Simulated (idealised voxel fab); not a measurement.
Documented hereafter: the process module known as voxel local oxidation.
Pictured: cross-section cut, 295 nm wide, on a grid of 5 nm square cells.
A cross-section is a grid of square cells, given in bands from the top down. A band is one or more rows of cells.
First you get the band's top height and its bottom height, in nm, and then the materials it's made of, left to right, with each width in nm. If you see a single material with "full width", that one covers the band edge to edge. "blank" is empty space.
Heads up on the height convention: 0 is the point under which the incoming wafer is all one material, and the lowest band has no bottom, it just keeps going down, like "z 0 and below".
It should be noted that a width expressed as "30..40" varies in equal increments from row to row of cells within the band, taking the value of the first number at the top row and that of the second number at the bottom row.
"no alterations made" (step): cross-section cells unchanged, all of them.
In the "Completely enclosed voids" entry, you get each enclosed empty space of 8 cells or more, one with no open way to the top, written width x height at distance, distance from the left edge, in nm.
Step line, after settings: the simulator's comment on this step.
overlay nm: step with mask; distance mask lay right of planned place; negative value = left of planned place.

Planned process steps:
- 1: RECEIVE | material Si
- 2: CONFORMAL_DEP | material SiO2 | thk nm 5
- 3: CONFORMAL_DEP | material SiN | thk nm 15
- 4: PATTERN | tone cover | mask id ACTIVE | material resist | width nm 120 | thk nm 15 | overlay nm 0
- 5: DIRECTIONAL_ETCH | etch materials SiN | depth nm 15
- 6: STRIP | etch materials resist
- 7: SELECTIVE_ETCH | etch materials SiO2 | depth nm 5
- 8: OXIDIZE | depth nm 10
- 9: STRIP | etch materials SiN

Run as planned: first of two wafers:

Cross-section: wafer on arrival = after step 1:
> z 0 and below  Si full width
> Completely enclosed voids: none

Cross-section: wafer state after step 2:
> z 5 to 0  SiO2 full width
> Heights below 0 show no change.

Cross-section: wafer state after step 3:
> z 20 to 5  SiN full width
> Heights below 5 show no change.

Cross-section: wafer state after step 4:
> z 35 to 20  blank (85)  resist (120)  blank (90)
> Heights below 20 show no change.

Cross-section: wafer state after step 5:
> z 35 to 20  blank (85)  resist (120)  blank (90)
> z 20 to 5  blank (85)  SiN (120)  blank (90)
> Heights below 5 show no change.

Cross-section: wafer state after step 6:
> z 20 to 5  blank (85)  SiN (120)  blank (90)
> Heights below 5 show no change.

Cross-section: wafer state after step 7:
> z 20 to 5  blank (85)  SiN (120)  blank (90)
> z 5 to 0  blank (90)  SiO2 (110)  blank (95)
> Heights below 0 show no change.

Cross-section: wafer state after step 8:
> z 20 to 5  blank (85)  SiN (120)  blank (90)
> z 5 to 0  blank (90)  SiO2 (110)  blank (95)
> z 0 to -10  SiO2 (100)  Si (90)  SiO2 (105)
> Heights below -10 show no change.

Cross-section: wafer state after step 9:
> z 5 to 0  blank (90)  SiO2 (110)  blank (95)
> Heights below 0 show no change.

Here the second wafer is described. Its start and its plan were those of the first wafer. Its run contained one mistake. Up to and including step 3, it did exactly what the first wafer did:

The second wafer in cross-section, at the planned close of step 4:
> z 35 to 20  blank (80)  resist (130)  blank (85)
> Heights below 20 show no change.

The second wafer in cross-section, at the planned close of step 5:
> z 35 to 20  blank (80)  resist (130)  blank (85)
> z 20 to 5  blank (80)  SiN (130)  blank (85)
> Heights below 5 show no change.

The second wafer in cross-section, at the planned close of step 6:
> z 20 to 5  blank (80)  SiN (130)  blank (85)
> Heights below 5 show no change.

The second wafer in cross-section, at the planned close of step 7:
> z 20 to 5  blank (80)  SiN (130)  blank (85)
> z 5 to 0  blank (85)  SiO2 (120)  blank (90)
> Heights below 0 show no change.

The second wafer in cross-section, at the planned close of step 8:
> z 20 to 5  blank (80)  SiN (130)  blank (85)
> z 5 to 0  blank (85)  SiO2 (120)  blank (90)
> z 0 to -10  SiO2 (95)  Si (100)  SiO2 (100)
> Heights below -10 show no change.

The second wafer in cross-section, at the planned close of step 9:
> z 5 to 0  blank (85)  SiO2 (120)  blank (90)
> Heights below 0 show no change.
What broke from the plan during processing? contrary to plan, step 4 was performed as PATTERN | tone cover | mask id ACTIVE | material resist | width nm 130 | thk nm 15 | overlay nm 0
Wrapping up, a cell-based count of both wafers puts the second over or under the first for these materials: 4 more of Si | 2 fewer of SiO2
